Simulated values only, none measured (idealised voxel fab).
process module | voxel self aligned contacts
cross-section cut | 200 nm wide | cells 5 nm
A cross-section is a grid of square cells, given in bands from the top down. A band is one or more rows of cells.
Each band's line starts with the height of the band's top and of its bottom, in nm. Then come its materials from left to right, each with its width in nm. One material with "throughout" fills the band from edge to edge. "air" is empty space.
Height 0 is the level under which the wafer as received is all one material. The lowest band goes on downwards, as in "0 down".
A width such as "30 to 40" changes by the same amount from each row of cells to the next, from the band's top row to its bottom row.
"no change" after a step means that no cell of the cross-section changed.
closed voids: empty space of 8 cells or more with no open way to the top, each as width x height at its distance from the left edge, in nm
after a step's settings: what the simulator itself notes on the step
overlay nm, on a step with a mask: how far to the right of its planned place the mask lay; to the left if negative
plan
1 op RECEIVE | material Si
2 op OXIDIZE | depth nm 5
3 op DIRECTIONAL_DEP | material polySi | thk nm 25
4 op DIRECTIONAL_DEP | material SiN | thk nm 20
5 op MASKED_ETCH | tone cover | mask id GATE | width nm 25 | pitch nm 70 | etch materials SiN | depth nm 20 | overlay nm 0
6 op MASKED_ETCH | tone cover | mask id GATE | width nm 25 | pitch nm 70 | etch materials polySi | depth nm 25 | overlay nm 0
7 op CONFORMAL_DEP | material SiN | thk nm 10
8 op DIRECTIONAL_ETCH | etch materials SiN | depth nm 10
9 op FILL_DEP | material SiO2 | thk nm 15
10 op CMP | height nm 55
11 op DIRECTIONAL_DEP | material aC | thk nm 10
12 op PATTERN | tone open | mask id CONTACT | material resist | width nm 55 | pitch nm 70 | thk nm 25 | overlay nm 0
13 op DIRECTIONAL_ETCH | etch materials aC | depth nm 10
14 op STRIP | etch materials resist
15 op DIRECTIONAL_ETCH | etch materials SiO2 | depth nm 60
16 op STRIP | etch materials aC
17 op CONFORMAL_DEP | material TiN | thk nm 5
18 op FILL_DEP | material W | thk nm 5
19 op CMP | height nm 55
20 op CONFORMAL_DEP | material SiCN | thk nm 5
as received, after step 1
  0 down: Si throughout
  closed voids: none
first wafer at the end, as planned
  60 to 55: SiCN throughout
  55 to 45: SiO2 35 | TiN 5 to 20 | W 45 to 15 | TiN 5 to 20 | SiO2 15 | TiN 5 to 20 | W 45 to 15 | TiN 5 to 20 | SiO2 40
  45 to 25: SiO2 5 | SiN 45 | TiN 5 | W 15 | TiN 5 | SiN 45 | TiN 5 | W 15 | TiN 5 | SiN 45 | SiO2 10
  25 to 0: SiO2 5 | SiN 10 | polySi 25 | SiN 10 | TiN 5 | W 15 | TiN 5 | SiN 10 | polySi 25 | SiN 10 | TiN 5 | W 15 | TiN 5 | SiN 10 | polySi 25 | SiN 10 | SiO2 10
  0 to -5: SiO2 50 | TiN 25 | SiO2 45 | TiN 25 | SiO2 55
  -5 down: Si throughout
  closed voids: none
second wafer at the end: like start, like plan, one mistake
  60 to 55: SiCN throughout
  55 to 45: SiO2 35 | TiN 5 to 20 | W 45 to 15 | TiN 5 to 20 | SiO2 15 | TiN 5 to 20 | W 45 to 15 | TiN 5 to 20 | SiO2 40
  45 to 25: SiO2 5 | SiN 45 | TiN 5 | W 15 | TiN 5 | SiN 45 | TiN 5 | W 15 | TiN 5 | SiN 45 | SiO2 10
  25 to 15: SiO2 5 | SiN 10 | polySi 25 | SiN 10 | TiN 5 | W 15 | TiN 5 | SiN 10 | polySi 25 | SiN 10 | TiN 5 | W 15 | TiN 5 | SiN 10 | polySi 25 | SiN 10 | SiO2 10
  15 to 10: SiO2 5 | SiN 10 | polySi 25 | SiN 10 | TiN 25 | SiN 10 | polySi 25 | SiN 10 | TiN 25 | SiN 10 | polySi 25 | SiN 10 | SiO2 10
  10 to 0: SiN 15 | polySi 25 | SiN 45 | polySi 25 | SiN 45 | polySi 25 | SiN 20
  0 to -5: SiO2 throughout
  -5 down: Si throughout
  closed voids: none
what went wrong: steps 7 and 8 were swapped
at the end the second wafer has, in cells: 26 more of SiN | 4 more of SiO2 | 12 fewer of TiN | 18 fewer of W
